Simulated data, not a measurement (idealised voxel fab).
process module | voxel wiring stack
cross-section cut | 260 nm wide | cells 5 nm
A cross-section is a grid of square cells, given in bands from the top down. A band is one or more rows of cells.
Each band's line starts with the height of the band's top and of its bottom, in nm. Then come its materials from left to right, each with its width in nm. One material with "throughout" fills the band from edge to edge. "air" is empty space.
Height 0 is the level under which the wafer as received is all one material. The lowest band goes on downwards, as in "0 down".
A width such as "30 to 40" changes by the same amount from each row of cells to the next, from the band's top row to its bottom row.
"no change" after a step means that no cell of the cross-section changed.
closed voids: empty space of 8 cells or more with no open way to the top, each as width x height at its distance from the left edge, in nm
after a step's settings: what the simulator itself notes on the step
overlay nm, on a step with a mask: how far to the right of its planned place the mask lay; to the left if negative
Each pair below shows a cross-section before one step and the cross-section after it, down to the lowest band that changed. The line under each pair gives the step between them, with its settings. The pairs can come from different runs of this module on the same starting wafer, so a pair continues from the pair above only where its "before" says so.
before
  65 to 60: lowk 70 | air 15 | lowk 75 | air 15 | lowk 85
  60 to 45: lowk 70 | Ru 15 | lowk 75 | Ru 15 | lowk 85
  45 to 40: SiCN 70 | Ru 15 | SiCN 75 | Ru 15 | SiCN 85
  40 to 20: SiO2 65 | SiCN 5 | Ru 30 | SiCN 5 | SiO2 5 | SiCN 5 | Ru 30 | SiCN 5 | SiO2 5 | SiCN 5 | Ru 30 | SiCN 5 | SiO2 65
  20 to 15: SiCN 70 | TiN 30 | SiCN 15 | TiN 30 | SiCN 15 | TiN 30 | SiCN 70
  15 to 0: SiO2 throughout
  0 down: Si throughout
  closed voids: none
after
  65 to 45: lowk 70 | Ru 15 | lowk 75 | Ru 15 | lowk 85
  below 45: unchanged
  closed voids: none
the step between: op EPI | material Ru | thk nm 5
before: the cross-section after the pair above
after
  70 to 65: SiN throughout
  below 65: unchanged
  closed voids: none
the step between: op CONFORMAL_DEP | material SiN | thk nm 5
before: the cross-section after the pair above
after
  95 to 70: SiO2 throughout
  below 70: unchanged
  closed voids: none
the step between: op DIRECTIONAL_DEP | material SiO2 | thk nm 25
before: the cross-section after the pair above
after
  110 to 95: aC throughout
  below 95: unchanged
  closed voids: none
the step between: op DIRECTIONAL_DEP | material aC | thk nm 15
before: the cross-section after the pair above
after
  145 to 110: resist 70 | air 30 | resist 15 | air 30 | resist 15 | air 30 | resist 70
  below 110: unchanged
  closed voids: none
the step between: op PATTERN | tone open | mask id METAL_2 | material resist | width nm 30 | pitch nm 45 | thk nm 35 | overlay nm 0
before: the cross-section after the pair above
after
  130 to 110: resist 70 | air 30 | resist 15 | air 30 | resist 15 | air 30 | resist 70
  110 to 95: aC 70 | air 30 | aC 15 | air 30 | aC 15 | air 30 | aC 70
  below 95: unchanged
  closed voids: none
the step between: op DIRECTIONAL_ETCH | etch materials aC | depth nm 15
before: the cross-section after the pair above
after
  110 to 95: aC 70 | air 30 | aC 15 | air 30 | aC 15 | air 30 | aC 70
  below 95: unchanged
  closed voids: none
the step between: op STRIP | etch materials resist
before: the cross-section after the pair above
after
  110 to 95: aC 70 | air 30 | aC 15 | air 30 | aC 15 | air 30 | aC 70
  95 to 70: SiO2 70 | air 30 | SiO2 15 | air 30 | SiO2 15 | air 30 | SiO2 70
  below 70: unchanged
  closed voids: none
the step between: op DIRECTIONAL_ETCH | etch materials SiO2 | depth nm 25
before: the cross-section after the pair above
after
  110 to 95: aC 70 | air 30 | aC 15 | air 30 | aC 15 | air 30 | aC 70
  95 to 70: SiO2 70 | air 30 | SiO2 15 | air 30 | SiO2 15 | air 30 | SiO2 70
  70 to 65: SiN 70 | air 30 | SiN 15 | air 30 | SiN 15 | air 30 | SiN 70
  below 65: unchanged
  closed voids: none
the step between: op DIRECTIONAL_ETCH | etch materials SiN | depth nm 5
before: the cross-section after the pair above
after
  95 to 70: SiO2 70 | air 30 | SiO2 15 | air 30 | SiO2 15 | air 30 | SiO2 70
  below 70: unchanged
  closed voids: none
the step between: op STRIP | etch materials aC
before: the cross-section after the pair above
after
  100 to 95: TiN 75 | air 20 | TiN 25 | air 20 | TiN 25 | air 20 | TiN 75
  95 to 70: SiO2 70 | TiN 5 | air 20 | TiN 5 | SiO2 15 | TiN 5 | air 20 | TiN 5 | SiO2 15 | TiN 5 | air 20 | TiN 5 | SiO2 70
  70 to 65: SiN 70 | TiN 30 | SiN 15 | TiN 30 | SiN 15 | TiN 30 | SiN 70
  below 65: unchanged
  closed voids: none
the step between: op CONFORMAL_DEP | material TiN | thk nm 5
before: the cross-section after the pair above
after
  110 to 100: Ru throughout
  100 to 95: TiN 75 | Ru 20 | TiN 25 | Ru 20 | TiN 25 | Ru 20 | TiN 75
  95 to 70: SiO2 70 | TiN 5 | Ru 20 | TiN 5 | SiO2 15 | TiN 5 | Ru 20 | TiN 5 | SiO2 15 | TiN 5 | Ru 20 | TiN 5 | SiO2 70
  below 70: unchanged
  closed voids: none
the step between: op FILL_DEP | material Ru | thk nm 10
before: the cross-section after the pair above
after
  100 to 95: TiN 75 | Ru 20 | TiN 25 | Ru 20 | TiN 25 | Ru 20 | TiN 75
  below 95: unchanged
  closed voids: none
the step between: op CMP | height nm 100
before: the cross-section after the pair above
after
  105 to 100: Ru throughout
  below 100: unchanged
  closed voids: none
the step between: op EPI | material Ru | thk nm 5
before: the cross-section after the pair above
after
  110 to 105: SiCN throughout
  below 105: unchanged
  closed voids: none
the step between: op FILL_DEP | material SiCN | thk nm 5
before: the cross-section after the pair above
after
  135 to 110: lowk throughout
  below 110: unchanged
  closed voids: none
the step between: op DIRECTIONAL_DEP | material lowk | thk nm 25
before: the cross-section after the pair above
after
  155 to 135: resist 70 | air 30 | resist 15 | air 30 | resist 15 | air 30 | resist 70
  below 135: unchanged
  closed voids: none
the step between: op PATTERN | tone open | mask id METAL_3 | material resist | width nm 30 | pitch nm 45 | thk nm 20 | overlay nm 0
before: the cross-section after the pair above
after
  155 to 135: resist 70 | air 30 | resist 15 | air 30 | resist 15 | air 30 | resist 70
  135 to 120: lowk 70 | air 30 | lowk 15 | air 30 | lowk 15 | air 30 | lowk 70
  below 120: unchanged
  closed voids: none
the step between: op DIRECTIONAL_ETCH | etch materials lowk | depth nm 15
before: the cross-section after the pair above
after
  135 to 120: lowk 70 | air 30 | lowk 15 | air 30 | lowk 15 | air 30 | lowk 70
  below 120: unchanged
  closed voids: none
the step between: op STRIP | etch materials resist
before: the cross-section after the pair above
after
  150 to 135: aC 70 | air 30 | aC 15 | air 30 | aC 15 | air 30 | aC 70
  135 to 120: lowk 70 | aC 30 | lowk 15 | aC 30 | lowk 15 | aC 30 | lowk 70
  below 120: unchanged
  closed voids: none
the step between: op DIRECTIONAL_DEP | material aC | thk nm 15
before: the cross-section after the pair above
after
  180 to 150: resist 70 | air 15 | resist 30 | air 15 | resist 30 | air 15 | resist 85
  150 to 135: aC 70 | air 15 | resist 15 | aC 15 | air 15 | resist 15 | aC 15 | air 15 | resist 15 | aC 70
  below 135: unchanged
  closed voids: none
the step between: op PATTERN | tone open | mask id METAL_3_HOLES | material resist | width nm 15 | pitch nm 45 | thk nm 30 | overlay nm 0
before: the cross-section after the pair above
after
  165 to 150: resist 70 | air 15 | resist 30 | air 15 | resist 30 | air 15 | resist 85
  150 to 135: aC 70 | air 15 | resist 15 | aC 15 | air 15 | resist 15 | aC 15 | air 15 | resist 15 | aC 70
  135 to 120: lowk 70 | air 15 | aC 15 | lowk 15 | air 15 | aC 15 | lowk 15 | air 15 | aC 15 | lowk 70
  below 120: unchanged
  closed voids: none
the step between: op DIRECTIONAL_ETCH | etch materials aC | depth nm 15
before: the cross-section after the pair above
after
  150 to 135: aC 70 | air 30 | aC 15 | air 30 | aC 15 | air 30 | aC 70
  below 135: unchanged
  closed voids: none
the step between: op STRIP | etch materials resist
before: the cross-section after the pair above
after
  150 to 135: aC 70 | air 30 | aC 15 | air 30 | aC 15 | air 30 | aC 70
  135 to 120: lowk 70 | air 15 | aC 15 | lowk 15 | air 15 | aC 15 | lowk 15 | air 15 | aC 15 | lowk 70
  120 to 110: lowk 70 | air 15 | lowk 30 | air 15 | lowk 30 | air 15 | lowk 85
  below 110: unchanged
  closed voids: none
the step between: op DIRECTIONAL_ETCH | etch materials lowk | depth nm 10
before: the cross-section after the pair above
after
  150 to 135: aC 70 | air 30 | aC 15 | air 30 | aC 15 | air 30 | aC 70
  135 to 120: lowk 70 | air 15 | aC 15 | lowk 15 | air 15 | aC 15 | lowk 15 | air 15 | aC 15 | lowk 70
  120 to 110: lowk 70 | air 15 | lowk 30 | air 15 | lowk 30 | air 15 | lowk 85
  110 to 105: SiCN 70 | air 15 | SiCN 30 | air 15 | SiCN 30 | air 15 | SiCN 85
  below 105: unchanged
  closed voids: none
the step between: op DIRECTIONAL_ETCH | etch materials SiCN | depth nm 5
before: the cross-section after the pair above
after
  135 to 120: lowk 70 | air 30 | lowk 15 | air 30 | lowk 15 | air 30 | lowk 70
  below 120: unchanged
  closed voids: none
the step between: op STRIP | etch materials aC
before: the cross-section after the pair above
after
  140 to 135: TiN 75 | air 20 | TiN 25 | air 20 | TiN 25 | air 20 | TiN 75
  135 to 125: lowk 70 | TiN 5 | air 20 | TiN 5 | lowk 15 | TiN 5 | air 20 | TiN 5 | lowk 15 | TiN 5 | air 20 | TiN 5 | lowk 70
  125 to 120: lowk 70 | TiN 5 | air 5 | TiN 20 | lowk 15 | TiN 5 | air 5 | TiN 20 | lowk 15 | TiN 5 | air 5 | TiN 20 | lowk 70
  120 to 110: lowk 70 | TiN 5 | air 5 | TiN 5 | lowk 30 | TiN 5 | air 5 | TiN 5 | lowk 30 | TiN 5 | air 5 | TiN 5 | lowk 85
  110 to 105: SiCN 70 | TiN 15 | SiCN 30 | TiN 15 | SiCN 30 | TiN 15 | SiCN 85
  below 105: unchanged
  closed voids: none
the step between: op CONFORMAL_DEP | material TiN | thk nm 5
before: the cross-section after the pair above
after
  145 to 140: Cu throughout
  140 to 135: TiN 75 | Cu 20 | TiN 25 | Cu 20 | TiN 25 | Cu 20 | TiN 75
  135 to 125: lowk 70 | TiN 5 | Cu 20 | TiN 5 | lowk 15 | TiN 5 | Cu 20 | TiN 5 | lowk 15 | TiN 5 | Cu 20 | TiN 5 | lowk 70
  125 to 120: lowk 70 | TiN 5 | Cu 5 | TiN 20 | lowk 15 | TiN 5 | Cu 5 | TiN 20 | lowk 15 | TiN 5 | Cu 5 | TiN 20 | lowk 70
  120 to 110: lowk 70 | TiN 5 | Cu 5 | TiN 5 | lowk 30 | TiN 5 | Cu 5 | TiN 5 | lowk 30 | TiN 5 | Cu 5 | TiN 5 | lowk 85
  below 110: unchanged
  closed voids: none
the step between: op FILL_DEP | material Cu | thk nm 5
before: the cross-section after the pair above
after
  135 to 125: lowk 70 | TiN 5 | Cu 20 | TiN 5 | lowk 15 | TiN 5 | Cu 20 | TiN 5 | lowk 15 | TiN 5 | Cu 20 | TiN 5 | lowk 70
  below 125: unchanged
  closed voids: none
the step between: op CMP | height nm 135
before: the cross-section after the pair above
after
  140 to 135: SiN throughout
  below 135: unchanged
  closed voids: none
the step between: op CONFORMAL_DEP | material SiN | thk nm 5
before
  45 to 20: Ru throughout
  20 to 15: TiN throughout
  15 to 0: SiO2 throughout
  0 down: Si throughout
  closed voids: none
after
  60 to 45: air 75 | resist 25 | air 20 | resist 25 | air 20 | resist 25 | air 70
  below 45: unchanged
  closed voids: none
the step between: op PATTERN | tone cover | mask id METAL_1 | material resist | width nm 25 | pitch nm 45 | thk nm 15 | overlay nm 0
before: the cross-section after the pair above
after
  60 to 45: air 75 | resist 25 | air 20 | resist 25 | air 20 | resist 25 | air 70
  45 to 20: air 75 | Ru 25 | air 20 | Ru 25 | air 20 | Ru 25 | air 70
  below 20: unchanged
  closed voids: none
the step between: op DIRECTIONAL_ETCH | etch materials Ru | depth nm 25
before: the cross-section after the pair above
after
  60 to 45: air 75 | resist 25 | air 20 | resist 25 | air 20 | resist 25 | air 70
  45 to 20: air 75 | Ru 25 | air 20 | Ru 25 | air 20 | Ru 25 | air 70
  20 to 15: air 75 | TiN 25 | air 20 | TiN 25 | air 20 | TiN 25 | air 70
  below 15: unchanged
  closed voids: none
the step between: op DIRECTIONAL_ETCH | etch materials TiN | depth nm 5
before: the cross-section after the pair above
after
  45 to 20: air 75 | Ru 25 | air 20 | Ru 25 | air 20 | Ru 25 | air 70
  below 20: unchanged
  closed voids: none
the step between: op STRIP | etch materials resist
before: the cross-section after the pair above
after
  50 to 45: air 70 | SiCN 35 | air 10 | SiCN 35 | air 10 | SiCN 35 | air 65
  45 to 20: air 70 | SiCN 5 | Ru 25 | SiCN 5 | air 10 | SiCN 5 | Ru 25 | SiCN 5 | air 10 | SiCN 5 | Ru 25 | SiCN 5 | air 65
  20 to 15: SiCN 75 | TiN 25 | SiCN 20 | TiN 25 | SiCN 20 | TiN 25 | SiCN 70
  below 15: unchanged
  closed voids: none
the step between: op CONFORMAL_DEP | material SiCN | thk nm 5
before: the cross-section after the pair above
after
  55 to 50: SiO2 throughout
  50 to 45: SiO2 70 | SiCN 35 | SiO2 10 | SiCN 35 | SiO2 10 | SiCN 35 | SiO2 65
  45 to 20: SiO2 70 | SiCN 5 | Ru 25 | SiCN 5 | SiO2 10 | SiCN 5 | Ru 25 | SiCN 5 | SiO2 10 | SiCN 5 | Ru 25 | SiCN 5 | SiO2 65
  below 20: unchanged
  closed voids: none
the step between: op FILL_DEP | material SiO2 | thk nm 5
before: the cross-section after the pair above
after
  45 to 20: SiO2 70 | SiCN 5 | Ru 25 | SiCN 5 | SiO2 10 | SiCN 5 | Ru 25 | SiCN 5 | SiO2 10 | SiCN 5 | Ru 25 | SiCN 5 | SiO2 65
  below 20: unchanged
  closed voids: none
the step between: op CMP | height nm 45
before: the cross-section after the pair above
after
  50 to 45: SiCN throughout
  below 45: unchanged
  closed voids: none
the step between: op CONFORMAL_DEP | material SiCN | thk nm 5
before: the cross-section after the pair above
after
  70 to 50: lowk throughout
  below 50: unchanged
  closed voids: none
the step between: op DIRECTIONAL_DEP | material lowk | thk nm 20
before: the cross-section after the pair above
after
  70 to 50: lowk 70 | air 15 | lowk 75 | air 15 | lowk 85
  below 50: unchanged
  closed voids: none
the step between: op MASKED_ETCH | tone open | mask id PLUG_1 | width nm 15 | pitch nm 90 | etch materials lowk | depth nm 20 | overlay nm 0
before: the cross-section after the pair above
after
  70 to 50: lowk 70 | air 15 | lowk 75 | air 15 | lowk 85
  50 to 45: SiCN 70 | air 15 | SiCN 75 | air 15 | SiCN 85
  below 45: unchanged
  closed voids: none
the step between: op MASKED_ETCH | tone open | mask id PLUG_1 | width nm 15 | pitch nm 90 | etch materials SiCN | depth nm 5 | overlay nm 0
before: the cross-section after the pair above
after
  70 to 55: lowk 70 | air 15 | lowk 75 | air 15 | lowk 85
  55 to 50: lowk 70 | Ru 15 | lowk 75 | Ru 15 | lowk 85
  50 to 45: SiCN 70 | Ru 15 | SiCN 75 | Ru 15 | SiCN 85
  below 45: unchanged
  closed voids: none
the step between: op EPI | material Ru | thk nm 10
before: the cross-section after the pair above
after
  70 to 65: lowk 70 | air 15 | lowk 75 | air 15 | lowk 85
  65 to 50: lowk 70 | Ru 15 | lowk 75 | Ru 15 | lowk 85
  below 50: unchanged
  closed voids: none
the step between: op EPI | material Ru | thk nm 10
before: the cross-section after the pair above
after
  70 to 50: lowk 70 | Ru 15 | lowk 75 | Ru 15 | lowk 85
  below 50: unchanged
  closed voids: none
the step between: op EPI | material Ru | thk nm 5
before: the cross-section after the pair above
after
  75 to 70: SiN throughout
  below 70: unchanged
  closed voids: none
the step between: op CONFORMAL_DEP | material SiN | thk nm 5
before: the cross-section after the pair above
after
  100 to 75: SiO2 throughout
  below 75: unchanged
  closed voids: none
the step between: op DIRECTIONAL_DEP | material SiO2 | thk nm 25
before: the cross-section after the pair above
after
  115 to 100: aC throughout
  below 100: unchanged
  closed voids: none
the step between: op DIRECTIONAL_DEP | material aC | thk nm 15
before: the cross-section after the pair above
after
  150 to 115: resist 70 | air 30 | resist 15 | air 30 | resist 15 | air 30 | resist 70
  below 115: unchanged
  closed voids: none
the step between: op PATTERN | tone open | mask id METAL_2 | material resist | width nm 30 | pitch nm 45 | thk nm 35 | overlay nm 0
before: the cross-section after the pair above
after
  135 to 115: resist 70 | air 30 | resist 15 | air 30 | resist 15 | air 30 | resist 70
  115 to 100: aC 70 | air 30 | aC 15 | air 30 | aC 15 | air 30 | aC 70
  below 100: unchanged
  closed voids: none
the step between: op DIRECTIONAL_ETCH | etch materials aC | depth nm 15
before: the cross-section after the pair above
after
  115 to 100: aC 70 | air 30 | aC 15 | air 30 | aC 15 | air 30 | aC 70
  below 100: unchanged
  closed voids: none
the step between: op STRIP | etch materials resist
before: the cross-section after the pair above
after
  115 to 100: aC 70 | air 30 | aC 15 | air 30 | aC 15 | air 30 | aC 70
  100 to 75: SiO2 70 | air 30 | SiO2 15 | air 30 | SiO2 15 | air 30 | SiO2 70
  below 75: unchanged
  closed voids: none
the step between: op DIRECTIONAL_ETCH | etch materials SiO2 | depth nm 25
before: the cross-section after the pair above
after
  115 to 100: aC 70 | air 30 | aC 15 | air 30 | aC 15 | air 30 | aC 70
  100 to 75: SiO2 70 | air 30 | SiO2 15 | air 30 | SiO2 15 | air 30 | SiO2 70
  75 to 70: SiN 70 | air 30 | SiN 15 | air 30 | SiN 15 | air 30 | SiN 70
  below 70: unchanged
  closed voids: none
the step between: op DIRECTIONAL_ETCH | etch materials SiN | depth nm 5
before: the cross-section after the pair above
after
  100 to 75: SiO2 70 | air 30 | SiO2 15 | air 30 | SiO2 15 | air 30 | SiO2 70
  below 75: unchanged
  closed voids: none
the step between: op STRIP | etch materials aC
before: the cross-section after the pair above
after
  105 to 100: TiN 75 | air 20 | TiN 25 | air 20 | TiN 25 | air 20 | TiN 75
  100 to 75: SiO2 70 | TiN 5 | air 20 | TiN 5 | SiO2 15 | TiN 5 | air 20 | TiN 5 | SiO2 15 | TiN 5 | air 20 | TiN 5 | SiO2 70
  75 to 70: SiN 70 | TiN 30 | SiN 15 | TiN 30 | SiN 15 | TiN 30 | SiN 70
  below 70: unchanged
  closed voids: none
the step between: op CONFORMAL_DEP | material TiN | thk nm 5
before: the cross-section after the pair above
after
  115 to 105: Ru throughout
  105 to 100: TiN 75 | Ru 20 | TiN 25 | Ru 20 | TiN 25 | Ru 20 | TiN 75
  100 to 75: SiO2 70 | TiN 5 | Ru 20 | TiN 5 | SiO2 15 | TiN 5 | Ru 20 | TiN 5 | SiO2 15 | TiN 5 | Ru 20 | TiN 5 | SiO2 70
  below 75: unchanged
  closed voids: none
the step between: op FILL_DEP | material Ru | thk nm 10
before: the cross-section after the pair above
after
  100 to 75: SiO2 70 | TiN 5 | Ru 20 | TiN 5 | SiO2 15 | TiN 5 | Ru 20 | TiN 5 | SiO2 15 | TiN 5 | Ru 20 | TiN 5 | SiO2 70
  below 75: unchanged
  closed voids: none
the step between: op CMP | height nm 100
before: the cross-section after the pair above
after
  105 to 100: air 65 | Ru 40 | air 5 | Ru 40 | air 5 | Ru 40 | air 65
  below 100: unchanged
  closed voids: none
the step between: op EPI | material Ru | thk nm 5
before: the cross-section after the pair above
after
  110 to 105: SiCN throughout
  105 to 100: SiCN 65 | Ru 40 | SiCN 5 | Ru 40 | SiCN 5 | Ru 40 | SiCN 65
  below 100: unchanged
  closed voids: none
the step between: op FILL_DEP | material SiCN | thk nm 5
before: the cross-section after the pair above
after
  135 to 110: lowk throughout
  below 110: unchanged
  closed voids: none
the step between: op DIRECTIONAL_DEP | material lowk | thk nm 25
before: the cross-section after the pair above
after
  155 to 135: resist 70 | air 30 | resist 15 | air 30 | resist 15 | air 30 | resist 70
  below 135: unchanged
  closed voids: none
the step between: op PATTERN | tone open | mask id METAL_3 | material resist | width nm 30 | pitch nm 45 | thk nm 20 | overlay nm 0
before: the cross-section after the pair above
after
  155 to 135: resist 70 | air 30 | resist 15 | air 30 | resist 15 | air 30 | resist 70
  135 to 120: lowk 70 | air 30 | lowk 15 | air 30 | lowk 15 | air 30 | lowk 70
  below 120: unchanged
  closed voids: none
the step between: op DIRECTIONAL_ETCH | etch materials lowk | depth nm 15
before: the cross-section after the pair above
after
  135 to 120: lowk 70 | air 30 | lowk 15 | air 30 | lowk 15 | air 30 | lowk 70
  below 120: unchanged
  closed voids: none
the step between: op STRIP | etch materials resist
before: the cross-section after the pair above
after
  150 to 135: aC 70 | air 30 | aC 15 | air 30 | aC 15 | air 30 | aC 70
  135 to 120: lowk 70 | aC 30 | lowk 15 | aC 30 | lowk 15 | aC 30 | lowk 70
  below 120: unchanged
  closed voids: none
the step between: op DIRECTIONAL_DEP | material aC | thk nm 15
before: the cross-section after the pair above
after
  180 to 150: resist 70 | air 15 | resist 30 | air 15 | resist 30 | air 15 | resist 85
  150 to 135: aC 70 | air 15 | resist 15 | aC 15 | air 15 | resist 15 | aC 15 | air 15 | resist 15 | aC 70
  below 135: unchanged
  closed voids: none
the step between: op PATTERN | tone open | mask id METAL_3_HOLES | material resist | width nm 15 | pitch nm 45 | thk nm 30 | overlay nm 0
before: the cross-section after the pair above
after
  165 to 150: resist 70 | air 15 | resist 30 | air 15 | resist 30 | air 15 | resist 85
  150 to 135: aC 70 | air 15 | resist 15 | aC 15 | air 15 | resist 15 | aC 15 | air 15 | resist 15 | aC 70
  135 to 120: lowk 70 | air 15 | aC 15 | lowk 15 | air 15 | aC 15 | lowk 15 | air 15 | aC 15 | lowk 70
  below 120: unchanged
  closed voids: none
the step between: op DIRECTIONAL_ETCH | etch materials aC | depth nm 15
before: the cross-section after the pair above
after
  150 to 135: aC 70 | air 30 | aC 15 | air 30 | aC 15 | air 30 | aC 70
  below 135: unchanged
  closed voids: none
the step between: op STRIP | etch materials resist
before: the cross-section after the pair above
after
  150 to 135: aC 70 | air 30 | aC 15 | air 30 | aC 15 | air 30 | aC 70
  135 to 120: lowk 70 | air 15 | aC 15 | lowk 15 | air 15 | aC 15 | lowk 15 | air 15 | aC 15 | lowk 70
  120 to 110: lowk 70 | air 15 | lowk 30 | air 15 | lowk 30 | air 15 | lowk 85
  below 110: unchanged
  closed voids: none
the step between: op DIRECTIONAL_ETCH | etch materials lowk | depth nm 10
before: the cross-section after the pair above
after
  150 to 135: aC 70 | air 30 | aC 15 | air 30 | aC 15 | air 30 | aC 70
  135 to 120: lowk 70 | air 15 | aC 15 | lowk 15 | air 15 | aC 15 | lowk 15 | air 15 | aC 15 | lowk 70
  120 to 110: lowk 70 | air 15 | lowk 30 | air 15 | lowk 30 | air 15 | lowk 85
  110 to 105: SiCN 70 | air 15 | SiCN 30 | air 15 | SiCN 30 | air 15 | SiCN 85
  below 105: unchanged
  closed voids: none
the step between: op DIRECTIONAL_ETCH | etch materials SiCN | depth nm 5
before: the cross-section after the pair above
after
  135 to 120: lowk 70 | air 30 | lowk 15 | air 30 | lowk 15 | air 30 | lowk 70
  below 120: unchanged
  closed voids: none
the step between: op STRIP | etch materials aC
before: the cross-section after the pair above
after
  140 to 135: TiN 75 | air 20 | TiN 25 | air 20 | TiN 25 | air 20 | TiN 75
  135 to 125: lowk 70 | TiN 5 | air 20 | TiN 5 | lowk 15 | TiN 5 | air 20 | TiN 5 | lowk 15 | TiN 5 | air 20 | TiN 5 | lowk 70
  125 to 120: lowk 70 | TiN 5 | air 5 | TiN 20 | lowk 15 | TiN 5 | air 5 | TiN 20 | lowk 15 | TiN 5 | air 5 | TiN 20 | lowk 70
  120 to 110: lowk 70 | TiN 5 | air 5 | TiN 5 | lowk 30 | TiN 5 | air 5 | TiN 5 | lowk 30 | TiN 5 | air 5 | TiN 5 | lowk 85
  110 to 105: SiCN 70 | TiN 15 | SiCN 30 | TiN 15 | SiCN 30 | TiN 15 | SiCN 85
  below 105: unchanged
  closed voids: none
the step between: op CONFORMAL_DEP | material TiN | thk nm 5
before: the cross-section after the pair above
after
  145 to 140: Cu throughout
  140 to 135: TiN 75 | Cu 20 | TiN 25 | Cu 20 | TiN 25 | Cu 20 | TiN 75
  135 to 125: lowk 70 | TiN 5 | Cu 20 | TiN 5 | lowk 15 | TiN 5 | Cu 20 | TiN 5 | lowk 15 | TiN 5 | Cu 20 | TiN 5 | lowk 70
  125 to 120: lowk 70 | TiN 5 | Cu 5 | TiN 20 | lowk 15 | TiN 5 | Cu 5 | TiN 20 | lowk 15 | TiN 5 | Cu 5 | TiN 20 | lowk 70
  120 to 110: lowk 70 | TiN 5 | Cu 5 | TiN 5 | lowk 30 | TiN 5 | Cu 5 | TiN 5 | lowk 30 | TiN 5 | Cu 5 | TiN 5 | lowk 85
  below 110: unchanged
  closed voids: none
the step between: op FILL_DEP | material Cu | thk nm 5
before: the cross-section after the pair above
after
  135 to 125: lowk 70 | TiN 5 | Cu 20 | TiN 5 | lowk 15 | TiN 5 | Cu 20 | TiN 5 | lowk 15 | TiN 5 | Cu 20 | TiN 5 | lowk 70
  below 125: unchanged
  closed voids: none
the step between: op CMP | height nm 135
before: the cross-section after the pair above
after
  140 to 135: SiN throughout
  below 135: unchanged
  closed voids: none
the step between: op CONFORMAL_DEP | material SiN | thk nm 5
before
  45 to 20: Ru throughout
  20 to 15: TiN throughout
  15 to 0: SiO2 throughout
  0 down: Si throughout
  closed voids: none
after
  60 to 45: air 65 | resist 30 | air 15 | resist 30 | air 15 | resist 30 | air 75
  below 45: unchanged
  closed voids: none
the step between: op PATTERN | tone cover | mask id METAL_1 | material resist | width nm 30 | pitch nm 45 | thk nm 15 | overlay nm -5
before: the cross-section after the pair above
after
  60 to 45: air 65 | resist 30 | air 15 | resist 30 | air 15 | resist 30 | air 75
  45 to 20: air 65 | Ru 30 | air 15 | Ru 30 | air 15 | Ru 30 | air 75
  below 20: unchanged
  closed voids: none
the step between: op DIRECTIONAL_ETCH | etch materials Ru | depth nm 25
before: the cross-section after the pair above
after
  60 to 45: air 65 | resist 30 | air 15 | resist 30 | air 15 | resist 30 | air 75
  45 to 20: air 65 | Ru 30 | air 15 | Ru 30 | air 15 | Ru 30 | air 75
  20 to 15: air 65 | TiN 30 | air 15 | TiN 30 | air 15 | TiN 30 | air 75
  below 15: unchanged
  closed voids: none
the step between: op DIRECTIONAL_ETCH | etch materials TiN | depth nm 5
before: the cross-section after the pair above
after
  45 to 20: air 65 | Ru 30 | air 15 | Ru 30 | air 15 | Ru 30 | air 75
  below 20: unchanged
  closed voids: none
the step between: op STRIP | etch materials resist
before: the cross-section after the pair above
after
  50 to 45: air 60 | SiCN 40 | air 5 | SiCN 40 | air 5 | SiCN 40 | air 70
  45 to 20: air 60 | SiCN 5 | Ru 30 | SiCN 5 | air 5 | SiCN 5 | Ru 30 | SiCN 5 | air 5 | SiCN 5 | Ru 30 | SiCN 5 | air 70
  20 to 15: SiCN 65 | TiN 30 | SiCN 15 | TiN 30 | SiCN 15 | TiN 30 | SiCN 75
  below 15: unchanged
  closed voids: none
the step between: op CONFORMAL_DEP | material SiCN | thk nm 5
before: the cross-section after the pair above
after
  55 to 50: SiO2 throughout
  50 to 45: SiO2 60 | SiCN 40 | SiO2 5 | SiCN 40 | SiO2 5 | SiCN 40 | SiO2 70
  45 to 20: SiO2 60 | SiCN 5 | Ru 30 | SiCN 5 | SiO2 5 | SiCN 5 | Ru 30 | SiCN 5 | SiO2 5 | SiCN 5 | Ru 30 | SiCN 5 | SiO2 70
  below 20: unchanged
  closed voids: none
the step between: op FILL_DEP | material SiO2 | thk nm 5
before: the cross-section after the pair above
after
  45 to 20: SiO2 60 | SiCN 5 | Ru 30 | SiCN 5 | SiO2 5 | SiCN 5 | Ru 30 | SiCN 5 | SiO2 5 | SiCN 5 | Ru 30 | SiCN 5 | SiO2 70
  below 20: unchanged
  closed voids: none
the step between: op CMP | height nm 45
before: the cross-section after the pair above
after
  50 to 45: SiCN throughout
  below 45: unchanged
  closed voids: none
the step between: op CONFORMAL_DEP | material SiCN | thk nm 5
before: the cross-section after the pair above
after
  70 to 50: lowk throughout
  below 50: unchanged
  closed voids: none
the step between: op DIRECTIONAL_DEP | material lowk | thk nm 20
before: the cross-section after the pair above
after
  70 to 50: lowk 70 | air 15 | lowk 75 | air 15 | lowk 85
  below 50: unchanged
  closed voids: none
the step between: op MASKED_ETCH | tone open | mask id PLUG_1 | width nm 15 | pitch nm 90 | etch materials lowk | depth nm 20 | overlay nm 0
before: the cross-section after the pair above
after
  70 to 50: lowk 70 | air 15 | lowk 75 | air 15 | lowk 85
  50 to 45: SiCN 70 | air 15 | SiCN 75 | air 15 | SiCN 85
  below 45: unchanged
  closed voids: none
the step between: op MASKED_ETCH | tone open | mask id PLUG_1 | width nm 15 | pitch nm 90 | etch materials SiCN | depth nm 5 | overlay nm 0
before: the cross-section after the pair above
after
  70 to 55: lowk 70 | air 15 | lowk 75 | air 15 | lowk 85
  55 to 50: lowk 70 | Ru 15 | lowk 75 | Ru 15 | lowk 85
  50 to 45: SiCN 70 | Ru 15 | SiCN 75 | Ru 15 | SiCN 85
  below 45: unchanged
  closed voids: none
the step between: op EPI | material Ru | thk nm 10
before: the cross-section after the pair above
after
  70 to 65: lowk 70 | air 15 | lowk 75 | air 15 | lowk 85
  65 to 50: lowk 70 | Ru 15 | lowk 75 | Ru 15 | lowk 85
  below 50: unchanged
  closed voids: none
the step between: op EPI | material Ru | thk nm 10
before: the cross-section after the pair above
after
  70 to 50: lowk 70 | Ru 15 | lowk 75 | Ru 15 | lowk 85
  below 50: unchanged
  closed voids: none
the step between: op EPI | material Ru | thk nm 5
before: the cross-section after the pair above
after
  75 to 70: SiN throughout
  below 70: unchanged
  closed voids: none
the step between: op CONFORMAL_DEP | material SiN | thk nm 5
before: the cross-section after the pair above
after
  100 to 75: SiO2 throughout
  below 75: unchanged
  closed voids: none
the step between: op DIRECTIONAL_DEP | material SiO2 | thk nm 25
before: the cross-section after the pair above
after
  115 to 100: aC throughout
  below 100: unchanged
  closed voids: none
the step between: op DIRECTIONAL_DEP | material aC | thk nm 15
before: the cross-section after the pair above
after
  150 to 115: resist 70 | air 30 | resist 15 | air 30 | resist 15 | air 30 | resist 70
  below 115: unchanged
  closed voids: none
the step between: op PATTERN | tone open | mask id METAL_2 | material resist | width nm 30 | pitch nm 45 | thk nm 35 | overlay nm 0
